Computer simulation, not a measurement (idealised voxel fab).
Process module heading - voxel lift off
Cross-sectional view cut (width: 285 nm; square cell size: 5 nm).
Bands, listed from the top down, are how a cross-section gets written in this document; the cross-section itself is a grid of square cells, and a band is one or more rows of them. The entry gives the band's vertical extent as a top height and a bottom height in nm, then its horizontal make-up as materials from left to right, each with a width in nm. "air" stands for empty space; a single material marked "full width" fills the band edge to edge. Heights are expressed relative to 0, this being the level below which the as-received wafer comprises one material exclusively. The lowest band is unbounded in the downward direction and is denoted as in "0 nm and below". A width given as "30 to 40" starts at the first number in the band's top row and ends at the second number in its bottom row, shifting by an equal amount at every step from row to row. Basically "no modifications" means that step didn't change any cell in the cross-section. In "Entrapped voids" the enclosed voids are listed, meaning empty spaces of 8 cells or larger without any opening to the top. The form is width x height at distance, distance from the left edge, units nm. Formally, on a step line, whatever follows the settings is a remark that the simulator itself makes on the step. A step's line can hold "overlay nm"; with a mask on that step, the setting says how far right of the planned place the mask lay, while a negative setting says it lay to the left.

Process steps foreseen in the plan
1 op RECEIVE | material Si
2 op CONFORMAL_DEP | material SiO2 | thk nm 5
3 op PATTERN | tone open | mask id LINES | material resist | width nm 15 | pitch nm 30 | thk nm 20 | overlay nm 0
4 op DIRECTIONAL_DEP | material Ru | thk nm 10
5 op STRIP | etch materials resist
6 op CONFORMAL_DEP | material SiO2 | thk nm 5
Wafers differ in thk nm at step 6; plan lists the first wafer's value; identical starting state.

Cross-section, first of several wafers, as delivered after step 1
	0 nm and below  Si full width
	Entrapped voids: none

First of several wafers, sectioned at end of module (last step: step 6)
	20 nm to 15 nm  air 100; SiO2 25; air 5; SiO2 25; air 5; SiO2 25; air 100
	15 nm to 10 nm  air 100; SiO2 5; Ru 15; SiO2 5; air 5; SiO2 5; Ru 15; SiO2 5; air 5; SiO2 5; Ru 15; SiO2 5; air 100
	10 nm to 5 nm  SiO2 105; Ru 15; SiO2 15; Ru 15; SiO2 15; Ru 15; SiO2 105
	5 nm to 0 nm  SiO2 full width
	0 nm and below  Si full width
	Entrapped voids: none

End of module: cross-section, last of several wafers
	35 nm to 25 nm  air 85; SiO2 115; air 85
	25 nm to 15 nm  SiO2 full width
	15 nm to 5 nm  SiO2 105; Ru 15; SiO2 15; Ru 15; SiO2 15; Ru 15; SiO2 105
	5 nm to 0 nm  SiO2 full width
	0 nm and below  Si full width
	Entrapped voids: none

Row per wafer, end-of-module: cell gain (+)/loss (-) by material since the wafer came in, then closed voids
thk nm 5, +18 Ru, +126 SiO2, Entrapped voids: none
thk nm 10, +18 Ru, +191 SiO2, Entrapped voids: none
thk nm 15, +18 Ru, +252 SiO2, Entrapped voids: none
thk nm 20, +18 Ru, +313 SiO2, Entrapped voids: none
